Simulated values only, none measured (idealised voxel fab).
Documented hereafter: the process module known as voxel transistor to metal.
The cross-section on display is named cut; it measures 175 nm wide, and its cells are 5 nm squares.
In what follows, cross-sections appear as grids of square cells, described through bands that run from the top down, where every band is one or more rows of cells. First you get the band's top height and its bottom height, in nm, and then the materials it's made of, left to right, with each width in nm. If you see a single material with "throughout", that one covers the band edge to edge. "empty" is empty space. Below 0: as-received wafer, all one material; heights counted from there. Lowest band: no bottom, goes on down, written "0..down". Width "30 to 40": first value at the band's top row of cells, second value at its bottom row, equal change from row to row. A step reported as "identical to before" is a step in which no cell of the cross-section changed. The entry titled "Entrapped void list" provides the empty spaces that have no open way to the top, restricted to those of 8 cells or more. Each is presented as width x height at distance, the distance being measured from the left edge, with all three in nm. Whatever follows a step's settings on its line is a remark the simulator itself makes about that step. overlay nm: how far to the right of its planned place the mask lay on this masked step (negative: to the left).

PROCESS STEPS FORESEEN IN THE PLAN
step 1: RECEIVE with material Si
step 2: OXIDIZE with depth nm 5
step 3: CONFORMAL_DEP with material SiN, thk nm 10
step 4: DIRECTIONAL_DEP with material aC, thk nm 15
step 5: PATTERN with tone cover, mask id ACTIVE, material resist, width nm 115, thk nm 35, overlay nm 0
step 6: DIRECTIONAL_ETCH with etch materials aC, depth nm 15
step 7: STRIP with etch materials resist
step 8: DIRECTIONAL_ETCH with etch materials SiN, depth nm 10
step 9: DIRECTIONAL_ETCH with etch materials SiO2, depth nm 5
step 10: DIRECTIONAL_ETCH with etch materials Si, depth nm 20
step 11: STRIP with etch materials aC
step 12: OXIDIZE with depth nm 5
step 13: FILL_DEP with material SiO2, thk nm 5
step 14: CMP with height nm 10
step 15: SELECTIVE_ETCH with etch materials SiO2, depth nm 10
step 16: STRIP with etch materials SiN
step 17: SELECTIVE_ETCH with etch materials SiO2, depth nm 5
step 18: OXIDIZE with depth nm 5
step 19: DIRECTIONAL_DEP with material polySi, thk nm 30
step 20: DIRECTIONAL_DEP with material SiCN, thk nm 10
step 21: PATTERN with tone cover, mask id GATE, material resist, width nm 25, thk nm 15, overlay nm 0
step 22: DIRECTIONAL_ETCH with etch materials SiCN, depth nm 20
step 23: DIRECTIONAL_ETCH with etch materials polySi, depth nm 40
step 24: STRIP with etch materials resist
step 25: CONFORMAL_DEP with material SiO2, thk nm 5
step 26: DIRECTIONAL_ETCH with etch materials SiO2, depth nm 5
step 27: CONFORMAL_DEP with material SiN, thk nm 10
step 28: DIRECTIONAL_ETCH with etch materials SiN, depth nm 10
step 29: DIRECTIONAL_ETCH with etch materials SiO2, depth nm 5
step 30: DIRECTIONAL_ETCH with etch materials Si, depth nm 5
step 31: EPI with material pSi, thk nm 5
step 32: FILL_DEP with material SiO2, thk nm 5
step 33: CMP with height nm 25
step 34: STRIP with etch materials polySi
step 35: SELECTIVE_ETCH with etch materials SiO2, depth nm 5
step 36: CONFORMAL_DEP with material HfO2, thk nm 5
step 37: CONFORMAL_DEP with material TiN, thk nm 5
step 38: FILL_DEP with material W, thk nm 5
step 39: CMP with height nm 20
step 40: DIRECTIONAL_DEP with material SiO2, thk nm 10
step 41: MASKED_ETCH with tone open, mask id CONTACT, width nm 20, pitch nm 75, etch materials SiO2, depth nm 40, overlay nm 0
step 42: CONFORMAL_DEP with material TiN, thk nm 5
step 43: FILL_DEP with material W, thk nm 5
step 44: CMP with height nm 30
step 45: CONFORMAL_DEP with material SiCN, thk nm 5
step 46: DIRECTIONAL_DEP with material lowk, thk nm 25
step 47: PATTERN with tone open, mask id METAL_1, material resist, width nm 20, pitch nm 75, thk nm 20, overlay nm 0
step 48: DIRECTIONAL_ETCH with etch materials lowk, depth nm 25
step 49: DIRECTIONAL_ETCH with etch materials SiCN, depth nm 5
step 50: STRIP with etch materials resist
step 51: CONFORMAL_DEP with material TiN, thk nm 5
step 52: FILL_DEP with material W, thk nm 5
step 53: CMP with height nm 60
step 54: EPI with material Ru, thk nm 5
step 55: FILL_DEP with material SiCN, thk nm 5
step 56: DIRECTIONAL_DEP with material lowk, thk nm 25
step 57: PATTERN with tone open, mask id METAL_2, material resist, width nm 20, pitch nm 75, thk nm 15, overlay nm 0
step 58: DIRECTIONAL_ETCH with etch materials lowk, depth nm 15
step 59: STRIP with etch materials resist
step 60: PATTERN with tone open, mask id METAL_2_HOLES, material resist, width nm 15, pitch nm 75, thk nm 15, overlay nm 0
step 61: DIRECTIONAL_ETCH with etch materials lowk, depth nm 10
step 62: DIRECTIONAL_ETCH with etch materials SiCN, depth nm 5
step 63: STRIP with etch materials resist
step 64: CONFORMAL_DEP with material TiN, thk nm 5
step 65: FILL_DEP with material Cu, thk nm 5
step 66: CMP with height nm 95
step 67: CONFORMAL_DEP with material SiN, thk nm 5

THE FIRST OF A SET OF TWO WAFERS, RUN TO PLAN

CROSS-SECTION OF THE WAFER UPON ARRIVAL, REPRESENTING THE STATE REACHED AFTER STEP 1
- 0..down | Si throughout
- Entrapped void list: none

CROSS-SECTION OF THE WAFER SUBSEQUENT TO STEP 2
- 0..-5 | SiO2 throughout
- Note: structure below -5 unchanged.

CROSS-SECTION OF THE WAFER SUBSEQUENT TO STEP 3
- 10..0 | SiN throughout
- Note: structure below 0 unchanged.

CROSS-SECTION OF THE WAFER SUBSEQUENT TO STEP 4
- 25..10 | aC throughout
- Note: structure below 10 unchanged.

CROSS-SECTION OF THE WAFER SUBSEQUENT TO STEP 5
- 60..25 | empty (30); resist (115); empty (30)
- Note: structure below 25 unchanged.

CROSS-SECTION OF THE WAFER SUBSEQUENT TO STEP 6
- 45..25 | empty (30); resist (115); empty (30)
- 25..10 | empty (30); aC (115); empty (30)
- Note: structure below 10 unchanged.

CROSS-SECTION OF THE WAFER SUBSEQUENT TO STEP 7
- 25..10 | empty (30); aC (115); empty (30)
- Note: structure below 10 unchanged.

CROSS-SECTION OF THE WAFER SUBSEQUENT TO STEP 8
- 25..10 | empty (30); aC (115); empty (30)
- 10..0 | empty (30); SiN (115); empty (30)
- Note: structure below 0 unchanged.

CROSS-SECTION OF THE WAFER SUBSEQUENT TO STEP 9
- 25..10 | empty (30); aC (115); empty (30)
- 10..0 | empty (30); SiN (115); empty (30)
- 0..-5 | empty (30); SiO2 (115); empty (30)
- Note: structure below -5 unchanged.

CROSS-SECTION OF THE WAFER SUBSEQUENT TO STEP 10
- 25..10 | empty (30); aC (115); empty (30)
- 10..0 | empty (30); SiN (115); empty (30)
- 0..-5 | empty (30); SiO2 (115); empty (30)
- -5..-25 | empty (30); Si (115); empty (30)
- Note: structure below -25 unchanged.

CROSS-SECTION OF THE WAFER SUBSEQUENT TO STEP 11
- 10..0 | empty (30); SiN (115); empty (30)
- Note: structure below 0 unchanged.

CROSS-SECTION OF THE WAFER SUBSEQUENT TO STEP 12
- 10..0 | empty (30); SiN (115); empty (30)
- 0..-5 | empty (30); SiO2 (115); empty (30)
- -5..-25 | empty (30); SiO2 (5); Si (105); SiO2 (5); empty (30)
- -25..-30 | SiO2 (35); Si (105); SiO2 (35)
- Note: structure below -30 unchanged.

CROSS-SECTION OF THE WAFER SUBSEQUENT TO STEP 13
- 15..10 | SiO2 throughout
- 10..0 | SiO2 (30); SiN (115); SiO2 (30)
- 0..-5 | SiO2 throughout
- -5..-30 | SiO2 (35); Si (105); SiO2 (35)
- Note: structure below -30 unchanged.

CROSS-SECTION OF THE WAFER SUBSEQUENT TO STEP 14
- 10..0 | SiO2 (30); SiN (115); SiO2 (30)
- Note: structure below 0 unchanged.

CROSS-SECTION OF THE WAFER SUBSEQUENT TO STEP 15
- 10..0 | empty (30); SiN (115); empty (30)
- Note: structure below 0 unchanged.

CROSS-SECTION OF THE WAFER SUBSEQUENT TO STEP 16
- 0..-5 | SiO2 throughout
- Note: structure below -5 unchanged.

CROSS-SECTION OF THE WAFER SUBSEQUENT TO STEP 17
- -5..-30 | SiO2 (35); Si (105); SiO2 (35)
- Note: structure below -30 unchanged.

CROSS-SECTION OF THE WAFER SUBSEQUENT TO STEP 18
- -5..-10 | SiO2 throughout
- Note: structure below -10 unchanged.

CROSS-SECTION OF THE WAFER SUBSEQUENT TO STEP 19
- 25..-5 | polySi throughout
- Note: structure below -5 unchanged.

CROSS-SECTION OF THE WAFER SUBSEQUENT TO STEP 20
- 35..25 | SiCN throughout
- Note: structure below 25 unchanged.

CROSS-SECTION OF THE WAFER SUBSEQUENT TO STEP 21
- 50..35 | empty (75); resist (25); empty (75)
- Note: structure below 35 unchanged.

CROSS-SECTION OF THE WAFER SUBSEQUENT TO STEP 22
- 50..35 | empty (75); resist (25); empty (75)
- 35..25 | empty (75); SiCN (25); empty (75)
- Note: structure below 25 unchanged.

CROSS-SECTION OF THE WAFER SUBSEQUENT TO STEP 23
- 50..35 | empty (75); resist (25); empty (75)
- 35..25 | empty (75); SiCN (25); empty (75)
- 25..-5 | empty (75); polySi (25); empty (75)
- Note: structure below -5 unchanged.

CROSS-SECTION OF THE WAFER SUBSEQUENT TO STEP 24
- 35..25 | empty (75); SiCN (25); empty (75)
- Note: structure below 25 unchanged.

CROSS-SECTION OF THE WAFER SUBSEQUENT TO STEP 25
- 40..35 | empty (70); SiO2 (35); empty (70)
- 35..25 | empty (70); SiO2 (5); SiCN (25); SiO2 (5); empty (70)
- 25..0 | empty (70); SiO2 (5); polySi (25); SiO2 (5); empty (70)
- 0..-5 | SiO2 (75); polySi (25); SiO2 (75)
- Note: structure below -5 unchanged.

CROSS-SECTION OF THE WAFER SUBSEQUENT TO STEP 26
- 35..25 | empty (70); SiO2 (5); SiCN (25); SiO2 (5); empty (70)
- 25..-5 | empty (70); SiO2 (5); polySi (25); SiO2 (5); empty (70)
- Note: structure below -5 unchanged.

CROSS-SECTION OF THE WAFER SUBSEQUENT TO STEP 27
- 45..35 | empty (60); SiN (55); empty (60)
- 35..25 | empty (60); SiN (10); SiO2 (5); SiCN (25); SiO2 (5); SiN (10); empty (60)
- 25..5 | empty (60); SiN (10); SiO2 (5); polySi (25); SiO2 (5); SiN (10); empty (60)
- 5..-5 | SiN (70); SiO2 (5); polySi (25); SiO2 (5); SiN (70)
- Note: structure below -5 unchanged.

CROSS-SECTION OF THE WAFER SUBSEQUENT TO STEP 28
- 35..25 | empty (60); SiN (10); SiO2 (5); SiCN (25); SiO2 (5); SiN (10); empty (60)
- 25..-5 | empty (60); SiN (10); SiO2 (5); polySi (25); SiO2 (5); SiN (10); empty (60)
- Note: structure below -5 unchanged.

CROSS-SECTION OF THE WAFER SUBSEQUENT TO STEP 29
- 35..30 | empty (60); SiN (10); empty (5); SiCN (25); empty (5); SiN (10); empty (60)
- 30..25 | empty (60); SiN (10); SiO2 (5); SiCN (25); SiO2 (5); SiN (10); empty (60)
- 25..-5 | empty (60); SiN (10); SiO2 (5); polySi (25); SiO2 (5); SiN (10); empty (60)
- -5..-10 | empty (60); SiO2 (55); empty (60)
- Note: structure below -10 unchanged.

CROSS-SECTION OF THE WAFER SUBSEQUENT TO STEP 30
- 35..30 | empty (60); SiN (10); empty (5); SiCN (25); empty (5); SiN (10); empty (60)
- 30..25 | empty (60); SiN (10); SiO2 (5); SiCN (25); SiO2 (5); SiN (10); empty (60)
- 25..-5 | empty (60); SiN (10); SiO2 (5); polySi (25); SiO2 (5); SiN (10); empty (60)
- -5..-10 | empty (60); SiO2 (55); empty (60)
- -10..-15 | SiO2 (35); empty (25); Si (55); empty (25); SiO2 (35)
- Note: structure below -15 unchanged.

CROSS-SECTION OF THE WAFER SUBSEQUENT TO STEP 31
- 35..30 | empty (60); SiN (10); empty (5); SiCN (25); empty (5); SiN (10); empty (60)
- 30..25 | empty (60); SiN (10); SiO2 (5); SiCN (25); SiO2 (5); SiN (10); empty (60)
- 25..-5 | empty (60); SiN (10); SiO2 (5); polySi (25); SiO2 (5); SiN (10); empty (60)
- -5..-10 | empty (55); pSi (5); SiO2 (55); pSi (5); empty (55)
- -10..-15 | SiO2 (35); pSi (25); Si (55); pSi (25); SiO2 (35)
- Note: structure below -15 unchanged.

CROSS-SECTION OF THE WAFER SUBSEQUENT TO STEP 32
- 40..35 | SiO2 throughout
- 35..25 | SiO2 (60); SiN (10); SiO2 (5); SiCN (25); SiO2 (5); SiN (10); SiO2 (60)
- 25..-5 | SiO2 (60); SiN (10); SiO2 (5); polySi (25); SiO2 (5); SiN (10); SiO2 (60)
- -5..-10 | SiO2 (55); pSi (5); SiO2 (55); pSi (5); SiO2 (55)
- Note: structure below -10 unchanged.

CROSS-SECTION OF THE WAFER SUBSEQUENT TO STEP 33
- 25..-5 | SiO2 (60); SiN (10); SiO2 (5); polySi (25); SiO2 (5); SiN (10); SiO2 (60)
- Note: structure below -5 unchanged.

CROSS-SECTION OF THE WAFER SUBSEQUENT TO STEP 34
- 25..-5 | SiO2 (60); SiN (10); SiO2 (5); empty (25); SiO2 (5); SiN (10); SiO2 (60)
- Note: structure below -5 unchanged.

CROSS-SECTION OF THE WAFER SUBSEQUENT TO STEP 35
- 25..20 | empty (60); SiN (10); empty (35); SiN (10); empty (60)
- 20..-5 | SiO2 (60); SiN (10); empty (35); SiN (10); SiO2 (60)
- -5..-10 | SiO2 (55); pSi (5); SiO2 (10); empty (35); SiO2 (10); pSi (5); SiO2 (55)
- Note: structure below -10 unchanged.

CROSS-SECTION OF THE WAFER SUBSEQUENT TO STEP 36
- 30..25 | empty (55); HfO2 (20); empty (25); HfO2 (20); empty (55)
- 25..20 | HfO2 (60); SiN (10); HfO2 (5); empty (25); HfO2 (5); SiN (10); HfO2 (60)
- 20..-5 | SiO2 (60); SiN (10); HfO2 (5); empty (25); HfO2 (5); SiN (10); SiO2 (60)
- -5..-10 | SiO2 (55); pSi (5); SiO2 (10); HfO2 (35); SiO2 (10); pSi (5); SiO2 (55)
- Note: structure below -10 unchanged.

CROSS-SECTION OF THE WAFER SUBSEQUENT TO STEP 37
- 35..30 | empty (50); TiN (30); empty (15); TiN (30); empty (50)
- 30..25 | TiN (55); HfO2 (20); TiN (5); empty (15); TiN (5); HfO2 (20); TiN (55)
- 25..20 | HfO2 (60); SiN (10); HfO2 (5); TiN (5); empty (15); TiN (5); HfO2 (5); SiN (10); HfO2 (60)
- 20..0 | SiO2 (60); SiN (10); HfO2 (5); TiN (5); empty (15); TiN (5); HfO2 (5); SiN (10); SiO2 (60)
- 0..-5 | SiO2 (60); SiN (10); HfO2 (5); TiN (25); HfO2 (5); SiN (10); SiO2 (60)
- Note: structure below -5 unchanged.

CROSS-SECTION OF THE WAFER SUBSEQUENT TO STEP 38
- 40..35 | W throughout
- 35..30 | W (50); TiN (30); W (15); TiN (30); W (50)
- 30..25 | TiN (55); HfO2 (20); TiN (5); W (15); TiN (5); HfO2 (20); TiN (55)
- 25..20 | HfO2 (60); SiN (10); HfO2 (5); TiN (5); W (15); TiN (5); HfO2 (5); SiN (10); HfO2 (60)
- 20..0 | SiO2 (60); SiN (10); HfO2 (5); TiN (5); W (15); TiN (5); HfO2 (5); SiN (10); SiO2 (60)
- Note: structure below 0 unchanged.

CROSS-SECTION OF THE WAFER SUBSEQUENT TO STEP 39
- 20..0 | SiO2 (60); SiN (10); HfO2 (5); TiN (5); W (15); TiN (5); HfO2 (5); SiN (10); SiO2 (60)
- Note: structure below 0 unchanged.

CROSS-SECTION OF THE WAFER SUBSEQUENT TO STEP 40
- 30..20 | SiO2 throughout
- Note: structure below 20 unchanged.

CROSS-SECTION OF THE WAFER SUBSEQUENT TO STEP 41
- 30..20 | SiO2 (40); empty (20); SiO2 (55); empty (20); SiO2 (40)
- 20..0 | SiO2 (40); empty (20); SiN (10); HfO2 (5); TiN (5); W (15); TiN (5); HfO2 (5); SiN (10); empty (20); SiO2 (40)
- 0..-5 | SiO2 (40); empty (20); SiN (10); HfO2 (5); TiN (25); HfO2 (5); SiN (10); empty (20); SiO2 (40)
- -5..-10 | SiO2 (40); empty (15); pSi (5); SiO2 (10); HfO2 (35); SiO2 (10); pSi (5); empty (15); SiO2 (40)
- Note: structure below -10 unchanged.

CROSS-SECTION OF THE WAFER SUBSEQUENT TO STEP 42
- 35..30 | TiN (45); empty (10); TiN (65); empty (10); TiN (45)
- 30..20 | SiO2 (40); TiN (5); empty (10); TiN (5); SiO2 (55); TiN (5); empty (10); TiN (5); SiO2 (40)
- 20..0 | SiO2 (40); TiN (5); empty (10); TiN (5); SiN (10); HfO2 (5); TiN (5); W (15); TiN (5); HfO2 (5); SiN (10); TiN (5); empty (10); TiN (5); SiO2 (40)
- 0..-5 | SiO2 (40); TiN (5); empty (5); TiN (10); SiN (10); HfO2 (5); TiN (25); HfO2 (5); SiN (10); TiN (10); empty (5); TiN (5); SiO2 (40)
- -5..-10 | SiO2 (40); TiN (15); pSi (5); SiO2 (10); HfO2 (35); SiO2 (10); pSi (5); TiN (15); SiO2 (40)
- Note: structure below -10 unchanged.

CROSS-SECTION OF THE WAFER SUBSEQUENT TO STEP 43
- 40..35 | W throughout
- 35..30 | TiN (45); W (10); TiN (65); W (10); TiN (45)
- 30..20 | SiO2 (40); TiN (5); W (10); TiN (5); SiO2 (55); TiN (5); W (10); TiN (5); SiO2 (40)
- 20..0 | SiO2 (40); TiN (5); W (10); TiN (5); SiN (10); HfO2 (5); TiN (5); W (15); TiN (5); HfO2 (5); SiN (10); TiN (5); W (10); TiN (5); SiO2 (40)
- 0..-5 | SiO2 (40); TiN (5); W (5); TiN (10); SiN (10); HfO2 (5); TiN (25); HfO2 (5); SiN (10); TiN (10); W (5); TiN (5); SiO2 (40)
- Note: structure below -5 unchanged.

CROSS-SECTION OF THE WAFER SUBSEQUENT TO STEP 44
- 30..20 | SiO2 (40); TiN (5); W (10); TiN (5); SiO2 (55); TiN (5); W (10); TiN (5); SiO2 (40)
- Note: structure below 20 unchanged.

CROSS-SECTION OF THE WAFER SUBSEQUENT TO STEP 45
- 35..30 | SiCN throughout
- Note: structure below 30 unchanged.

CROSS-SECTION OF THE WAFER SUBSEQUENT TO STEP 46
- 60..35 | lowk throughout
- Note: structure below 35 unchanged.

CROSS-SECTION OF THE WAFER SUBSEQUENT TO STEP 47
- 80..60 | resist (40); empty (20); resist (55); empty (20); resist (40)
- Note: structure below 60 unchanged.

CROSS-SECTION OF THE WAFER SUBSEQUENT TO STEP 48
- 80..60 | resist (40); empty (20); resist (55); empty (20); resist (40)
- 60..35 | lowk (40); empty (20); lowk (55); empty (20); lowk (40)
- Note: structure below 35 unchanged.

CROSS-SECTION OF THE WAFER SUBSEQUENT TO STEP 49
- 80..60 | resist (40); empty (20); resist (55); empty (20); resist (40)
- 60..35 | lowk (40); empty (20); lowk (55); empty (20); lowk (40)
- 35..30 | SiCN (40); empty (20); SiCN (55); empty (20); SiCN (40)
- Note: structure below 30 unchanged.

CROSS-SECTION OF THE WAFER SUBSEQUENT TO STEP 50
- 60..35 | lowk (40); empty (20); lowk (55); empty (20); lowk (40)
- Note: structure below 35 unchanged.

CROSS-SECTION OF THE WAFER SUBSEQUENT TO STEP 51
- 65..60 | TiN (45); empty (10); TiN (65); empty (10); TiN (45)
- 60..35 | lowk (40); TiN (5); empty (10); TiN (5); lowk (55); TiN (5); empty (10); TiN (5); lowk (40)
- 35..30 | SiCN (40); TiN (20); SiCN (55); TiN (20); SiCN (40)
- Note: structure below 30 unchanged.

CROSS-SECTION OF THE WAFER SUBSEQUENT TO STEP 52
- 70..65 | W throughout
- 65..60 | TiN (45); W (10); TiN (65); W (10); TiN (45)
- 60..35 | lowk (40); TiN (5); W (10); TiN (5); lowk (55); TiN (5); W (10); TiN (5); lowk (40)
- Note: structure below 35 unchanged.

CROSS-SECTION OF THE WAFER SUBSEQUENT TO STEP 53
- 60..35 | lowk (40); TiN (5); W (10); TiN (5); lowk (55); TiN (5); W (10); TiN (5); lowk (40)
- Note: structure below 35 unchanged.

CROSS-SECTION OF THE WAFER SUBSEQUENT TO STEP 54
- 65..60 | empty (35); Ru (30); empty (45); Ru (30); empty (35)
- Note: structure below 60 unchanged.

CROSS-SECTION OF THE WAFER SUBSEQUENT TO STEP 55
- 70..65 | SiCN throughout
- 65..60 | SiCN (35); Ru (30); SiCN (45); Ru (30); SiCN (35)
- Note: structure below 60 unchanged.

CROSS-SECTION OF THE WAFER SUBSEQUENT TO STEP 56
- 95..70 | lowk throughout
- Note: structure below 70 unchanged.

CROSS-SECTION OF THE WAFER SUBSEQUENT TO STEP 57
- 110..95 | resist (40); empty (20); resist (55); empty (20); resist (40)
- Note: structure below 95 unchanged.

CROSS-SECTION OF THE WAFER SUBSEQUENT TO STEP 58
- 110..95 | resist (40); empty (20); resist (55); empty (20); resist (40)
- 95..80 | lowk (40); empty (20); lowk (55); empty (20); lowk (40)
- Note: structure below 80 unchanged.

CROSS-SECTION OF THE WAFER SUBSEQUENT TO STEP 59
- 95..80 | lowk (40); empty (20); lowk (55); empty (20); lowk (40)
- Note: structure below 80 unchanged.

CROSS-SECTION OF THE WAFER SUBSEQUENT TO STEP 60
- 110..95 | resist (40); empty (15); resist (60); empty (15); resist (45)
- 95..80 | lowk (40); empty (15); resist (5); lowk (55); empty (15); resist (5); lowk (40)
- Note: structure below 80 unchanged.

CROSS-SECTION OF THE WAFER SUBSEQUENT TO STEP 61
- 110..95 | resist (40); empty (15); resist (60); empty (15); resist (45)
- 95..80 | lowk (40); empty (15); resist (5); lowk (55); empty (15); resist (5); lowk (40)
- 80..70 | lowk (40); empty (15); lowk (60); empty (15); lowk (45)
- Note: structure below 70 unchanged.

CROSS-SECTION OF THE WAFER SUBSEQUENT TO STEP 62
- 110..95 | resist (40); empty (15); resist (60); empty (15); resist (45)
- 95..80 | lowk (40); empty (15); resist (5); lowk (55); empty (15); resist (5); lowk (40)
- 80..70 | lowk (40); empty (15); lowk (60); empty (15); lowk (45)
- 70..65 | SiCN (40); empty (15); SiCN (60); empty (15); SiCN (45)
- Note: structure below 65 unchanged.

CROSS-SECTION OF THE WAFER SUBSEQUENT TO STEP 63
- 95..80 | lowk (40); empty (20); lowk (55); empty (20); lowk (40)
- Note: structure below 80 unchanged.

CROSS-SECTION OF THE WAFER SUBSEQUENT TO STEP 64
- 100..95 | TiN (45); empty (10); TiN (65); empty (10); TiN (45)
- 95..85 | lowk (40); TiN (5); empty (10); TiN (5); lowk (55); TiN (5); empty (10); TiN (5); lowk (40)
- 85..80 | lowk (40); TiN (5); empty (5); TiN (10); lowk (55); TiN (5); empty (5); TiN (10); lowk (40)
- 80..70 | lowk (40); TiN (5); empty (5); TiN (5); lowk (60); TiN (5); empty (5); TiN (5); lowk (45)
- 70..65 | SiCN (40); TiN (15); SiCN (60); TiN (15); SiCN (45)
- Note: structure below 65 unchanged.

CROSS-SECTION OF THE WAFER SUBSEQUENT TO STEP 65
- 105..100 | Cu throughout
- 100..95 | TiN (45); Cu (10); TiN (65); Cu (10); TiN (45)
- 95..85 | lowk (40); TiN (5); Cu (10); TiN (5); lowk (55); TiN (5); Cu (10); TiN (5); lowk (40)
- 85..80 | lowk (40); TiN (5); Cu (5); TiN (10); lowk (55); TiN (5); Cu (5); TiN (10); lowk (40)
- 80..70 | lowk (40); TiN (5); Cu (5); TiN (5); lowk (60); TiN (5); Cu (5); TiN (5); lowk (45)
- Note: structure below 70 unchanged.

CROSS-SECTION OF THE WAFER SUBSEQUENT TO STEP 66
- 95..85 | lowk (40); TiN (5); Cu (10); TiN (5); lowk (55); TiN (5); Cu (10); TiN (5); lowk (40)
- Note: structure below 85 unchanged.

CROSS-SECTION OF THE WAFER SUBSEQUENT TO STEP 67
- 100..95 | SiN throughout
- Note: structure below 95 unchanged.

COMPANION WAFER, THE SECOND OF TWO: SAME BEGINNING, SAME INTENDED SEQUENCE, ONE MISTAKE IN CARRYING IT OUT; THROUGH STEP 46 INCLUSIVE IT TRACKS THE FIRST EXACTLY

X-SECTION, SECOND WAFER, WHEN STEP 47 WAS DUE TO FINISH
- 80..60 | resist (50); empty (20); resist (55); empty (20); resist (30)
- Note: structure below 60 unchanged.

X-SECTION, SECOND WAFER, WHEN STEP 48 WAS DUE TO FINISH
- 80..60 | resist (50); empty (20); resist (55); empty (20); resist (30)
- 60..35 | lowk (50); empty (20); lowk (55); empty (20); lowk (30)
- Note: structure below 35 unchanged.

X-SECTION, SECOND WAFER, WHEN STEP 49 WAS DUE TO FINISH
- 80..60 | resist (50); empty (20); resist (55); empty (20); resist (30)
- 60..35 | lowk (50); empty (20); lowk (55); empty (20); lowk (30)
- 35..30 | SiCN (50); empty (20); SiCN (55); empty (20); SiCN (30)
- Note: structure below 30 unchanged.

X-SECTION, SECOND WAFER, WHEN STEP 50 WAS DUE TO FINISH
- 60..35 | lowk (50); empty (20); lowk (55); empty (20); lowk (30)
- Note: structure below 35 unchanged.

X-SECTION, SECOND WAFER, WHEN STEP 51 WAS DUE TO FINISH
- 65..60 | TiN (55); empty (10); TiN (65); empty (10); TiN (35)
- 60..35 | lowk (50); TiN (5); empty (10); TiN (5); lowk (55); TiN (5); empty (10); TiN (5); lowk (30)
- 35..30 | SiCN (50); TiN (20); SiCN (55); TiN (20); SiCN (30)
- Note: structure below 30 unchanged.

X-SECTION, SECOND WAFER, WHEN STEP 52 WAS DUE TO FINISH
- 70..65 | W throughout
- 65..60 | TiN (55); W (10); TiN (65); W (10); TiN (35)
- 60..35 | lowk (50); TiN (5); W (10); TiN (5); lowk (55); TiN (5); W (10); TiN (5); lowk (30)
- Note: structure below 35 unchanged.

X-SECTION, SECOND WAFER, WHEN STEP 53 WAS DUE TO FINISH
- 60..35 | lowk (50); TiN (5); W (10); TiN (5); lowk (55); TiN (5); W (10); TiN (5); lowk (30)
- Note: structure below 35 unchanged.

X-SECTION, SECOND WAFER, WHEN STEP 54 WAS DUE TO FINISH
- 65..60 | empty (45); Ru (30); empty (45); Ru (30); empty (25)
- Note: structure below 60 unchanged.

X-SECTION, SECOND WAFER, WHEN STEP 55 WAS DUE TO FINISH
- 70..65 | SiCN throughout
- 65..60 | SiCN (45); Ru (30); SiCN (45); Ru (30); SiCN (25)
- Note: structure below 60 unchanged.

X-SECTION, SECOND WAFER, WHEN STEP 56 WAS DUE TO FINISH
- 95..70 | lowk throughout
- Note: structure below 70 unchanged.

X-SECTION, SECOND WAFER, WHEN STEP 57 WAS DUE TO FINISH
- 110..95 | resist (40); empty (20); resist (55); empty (20); resist (40)
- Note: structure below 95 unchanged.

X-SECTION, SECOND WAFER, WHEN STEP 58 WAS DUE TO FINISH
- 110..95 | resist (40); empty (20); resist (55); empty (20); resist (40)
- 95..80 | lowk (40); empty (20); lowk (55); empty (20); lowk (40)
- Note: structure below 80 unchanged.

X-SECTION, SECOND WAFER, WHEN STEP 59 WAS DUE TO FINISH
- 95..80 | lowk (40); empty (20); lowk (55); empty (20); lowk (40)
- Note: structure below 80 unchanged.

X-SECTION, SECOND WAFER, WHEN STEP 60 WAS DUE TO FINISH
- 110..95 | resist (40); empty (15); resist (60); empty (15); resist (45)
- 95..80 | lowk (40); empty (15); resist (5); lowk (55); empty (15); resist (5); lowk (40)
- Note: structure below 80 unchanged.

X-SECTION, SECOND WAFER, WHEN STEP 61 WAS DUE TO FINISH
- 110..95 | resist (40); empty (15); resist (60); empty (15); resist (45)
- 95..80 | lowk (40); empty (15); resist (5); lowk (55); empty (15); resist (5); lowk (40)
- 80..70 | lowk (40); empty (15); lowk (60); empty (15); lowk (45)
- Note: structure below 70 unchanged.

X-SECTION, SECOND WAFER, WHEN STEP 62 WAS DUE TO FINISH
- 110..95 | resist (40); empty (15); resist (60); empty (15); resist (45)
- 95..80 | lowk (40); empty (15); resist (5); lowk (55); empty (15); resist (5); lowk (40)
- 80..70 | lowk (40); empty (15); lowk (60); empty (15); lowk (45)
- 70..65 | SiCN (40); empty (15); SiCN (60); empty (15); SiCN (45)
- Note: structure below 65 unchanged.

X-SECTION, SECOND WAFER, WHEN STEP 63 WAS DUE TO FINISH
- 95..80 | lowk (40); empty (20); lowk (55); empty (20); lowk (40)
- Note: structure below 80 unchanged.

X-SECTION, SECOND WAFER, WHEN STEP 64 WAS DUE TO FINISH
- 100..95 | TiN (45); empty (10); TiN (65); empty (10); TiN (45)
- 95..85 | lowk (40); TiN (5); empty (10); TiN (5); lowk (55); TiN (5); empty (10); TiN (5); lowk (40)
- 85..80 | lowk (40); TiN (5); empty (5); TiN (10); lowk (55); TiN (5); empty (5); TiN (10); lowk (40)
- 80..70 | lowk (40); TiN (5); empty (5); TiN (5); lowk (60); TiN (5); empty (5); TiN (5); lowk (45)
- 70..65 | SiCN (40); TiN (15); SiCN (60); TiN (15); SiCN (45)
- Note: structure below 65 unchanged.

X-SECTION, SECOND WAFER, WHEN STEP 65 WAS DUE TO FINISH
- 105..100 | Cu throughout
- 100..95 | TiN (45); Cu (10); TiN (65); Cu (10); TiN (45)
- 95..85 | lowk (40); TiN (5); Cu (10); TiN (5); lowk (55); TiN (5); Cu (10); TiN (5); lowk (40)
- 85..80 | lowk (40); TiN (5); Cu (5); TiN (10); lowk (55); TiN (5); Cu (5); TiN (10); lowk (40)
- 80..70 | lowk (40); TiN (5); Cu (5); TiN (5); lowk (60); TiN (5); Cu (5); TiN (5); lowk (45)
- Note: structure below 70 unchanged.

X-SECTION, SECOND WAFER, WHEN STEP 66 WAS DUE TO FINISH
- 95..85 | lowk (40); TiN (5); Cu (10); TiN (5); lowk (55); TiN (5); Cu (10); TiN (5); lowk (40)
- Note: structure below 85 unchanged.

X-SECTION, SECOND WAFER, WHEN STEP 67 WAS DUE TO FINISH
- 100..95 | SiN throughout
- Note: structure below 95 unchanged.
Plan not followed: contrary to plan, step 47 was performed as PATTERN with tone open, mask id METAL_1, material resist, width nm 20, pitch nm 75, thk nm 20, overlay nm 10
Both wafers, final: cells per material equal; arrangement not.
